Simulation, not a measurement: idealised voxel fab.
Herein follows the process module entitled voxel fin reveal.
FYI the section here is cut, 155 nm wide, cells are 5 nm squares.
How to read a cross-section here: the picture is a grid of square cells, written as bands going from the top down, and any band can span one or more rows of cells. Basically the band line says how high the top is and how high the bottom is, in nm, and then what's in it from left to right, every material with its width in nm. Empty space shows up as "blank", and if a single material carries "full width" it runs the full band edge to edge. Heights are measured from 0, the level below which the as-received wafer is all one material; the lowest band has no bottom and continues downward, written as in "0 down". Read "30..40" as a graded width: first number on top, second number at the bottom, same change between each pair of neighbouring rows. What does "left unchanged" mean for a step? It means no cell of the cross-section changed in that step. Heads up: "Closed void table" only lists the empty pockets with no open path to the top that are 8 cells or more, and it writes them as width x height at distance, distance from the left edge, in nm. Formally, on a step line, whatever follows the settings is a remark that the simulator itself makes on the step. When a step includes a mask, the "overlay nm" setting on its line states how far to the right of its planned place that mask lay, and negative values state how far to the left.

# Steps planned for the process
step 1: RECEIVE,material Si
step 2: CONFORMAL_DEP,material SiN,thk nm 5
step 3: MASKED_ETCH,tone cover,mask id FINS,width nm 15,pitch nm 40,etch materials SiN,depth nm 5,overlay nm 0
step 4: MASKED_ETCH,tone cover,mask id FINS,width nm 15,pitch nm 40,etch materials Si,depth nm 35,overlay nm 0
step 5: OXIDIZE,depth nm 5
step 6: FILL_DEP,material SiO2,thk nm 10
step 7: CMP,height nm 5
step 8: SELECTIVE_ETCH,etch materials SiO2,depth nm 30
step 9: STRIP,etch materials SiN

# First wafer out of two, processed as planned

# Cross-section of the wafer at receipt, which is the condition after step 1
0 down = Si full width
Closed void table: none

# How the wafer stands in section after step 2
5 to 0 = SiN full width
below 0: unchanged

# How the wafer stands in section after step 3
5 to 0 = 30 nm blank / 15 nm SiN / 25 nm blank / 15 nm SiN / 25 nm blank / 15 nm SiN / 30 nm blank
below 0: unchanged

# How the wafer stands in section after step 4
5 to 0 = 30 nm blank / 15 nm SiN / 25 nm blank / 15 nm SiN / 25 nm blank / 15 nm SiN / 30 nm blank
0 to -35 = 30 nm blank / 15 nm Si / 25 nm blank / 15 nm Si / 25 nm blank / 15 nm Si / 30 nm blank
below -35: unchanged

# How the wafer stands in section after step 5
5 to 0 = 30 nm blank / 15 nm SiN / 25 nm blank / 15 nm SiN / 25 nm blank / 15 nm SiN / 30 nm blank
0 to -35 = 30 nm blank / 5 nm SiO2 / 5 nm Si / 5 nm SiO2 / 25 nm blank / 5 nm SiO2 / 5 nm Si / 5 nm SiO2 / 25 nm blank / 5 nm SiO2 / 5 nm Si / 5 nm SiO2 / 30 nm blank
-35 to -40 = 35 nm SiO2 / 5 nm Si / 35 nm SiO2 / 5 nm Si / 35 nm SiO2 / 5 nm Si / 35 nm SiO2
below -40: unchanged

# How the wafer stands in section after step 6
15 to 5 = SiO2 full width
5 to 0 = 30 nm SiO2 / 15 nm SiN / 25 nm SiO2 / 15 nm SiN / 25 nm SiO2 / 15 nm SiN / 30 nm SiO2
0 to -40 = 35 nm SiO2 / 5 nm Si / 35 nm SiO2 / 5 nm Si / 35 nm SiO2 / 5 nm Si / 35 nm SiO2
below -40: unchanged

# How the wafer stands in section after step 7
5 to 0 = 30 nm SiO2 / 15 nm SiN / 25 nm SiO2 / 15 nm SiN / 25 nm SiO2 / 15 nm SiN / 30 nm SiO2
below 0: unchanged

# How the wafer stands in section after step 8
5 to 0 = 30 nm blank / 15 nm SiN / 25 nm blank / 15 nm SiN / 25 nm blank / 15 nm SiN / 30 nm blank
0 to -25 = 35 nm blank / 5 nm Si / 35 nm blank / 5 nm Si / 35 nm blank / 5 nm Si / 35 nm blank
below -25: unchanged

# How the wafer stands in section after step 9
0 to -25 = 35 nm blank / 5 nm Si / 35 nm blank / 5 nm Si / 35 nm blank / 5 nm Si / 35 nm blank
below -25: unchanged

# The Second Wafer: Common Origin and Plan, One Mistake in Execution, Identical to the First Through Step 1

Here is the second wafer in cross-section at the point where step 2 of the plan should have been done: left unchanged

Here is the second wafer in cross-section at the point where step 3 of the plan should have been done: left unchanged

# Here is the second wafer in cross-section at the point where step 4 of the plan should have been done
0 to -35 = 30 nm blank / 15 nm Si / 25 nm blank / 15 nm Si / 25 nm blank / 15 nm Si / 30 nm blank
below -35: unchanged

# Here is the second wafer in cross-section at the point where step 5 of the plan should have been done
0 to -5 = 30 nm blank / 15 nm SiO2 / 25 nm blank / 15 nm SiO2 / 25 nm blank / 15 nm SiO2 / 30 nm blank
-5 to -35 = 30 nm blank / 5 nm SiO2 / 5 nm Si / 5 nm SiO2 / 25 nm blank / 5 nm SiO2 / 5 nm Si / 5 nm SiO2 / 25 nm blank / 5 nm SiO2 / 5 nm Si / 5 nm SiO2 / 30 nm blank
-35 to -40 = 35 nm SiO2 / 5 nm Si / 35 nm SiO2 / 5 nm Si / 35 nm SiO2 / 5 nm Si / 35 nm SiO2
below -40: unchanged

# Here is the second wafer in cross-section at the point where step 6 of the plan should have been done
10 to -5 = SiO2 full width
-5 to -40 = 35 nm SiO2 / 5 nm Si / 35 nm SiO2 / 5 nm Si / 35 nm SiO2 / 5 nm Si / 35 nm SiO2
below -40: unchanged

# Here is the second wafer in cross-section at the point where step 7 of the plan should have been done
5 to -5 = SiO2 full width
below -5: unchanged

# Here is the second wafer in cross-section at the point where step 8 of the plan should have been done
-5 to -25 = 35 nm blank / 5 nm Si / 35 nm blank / 5 nm Si / 35 nm blank / 5 nm Si / 35 nm blank
below -25: unchanged

Here is the second wafer in cross-section at the point where step 9 of the plan should have been done: left unchanged
Want to know what went wrong? step 2 was left out
Upon completion, the second wafer contains, in terms of cells, a greater or smaller amount of certain materials than the first wafer: 3 fewer of Si
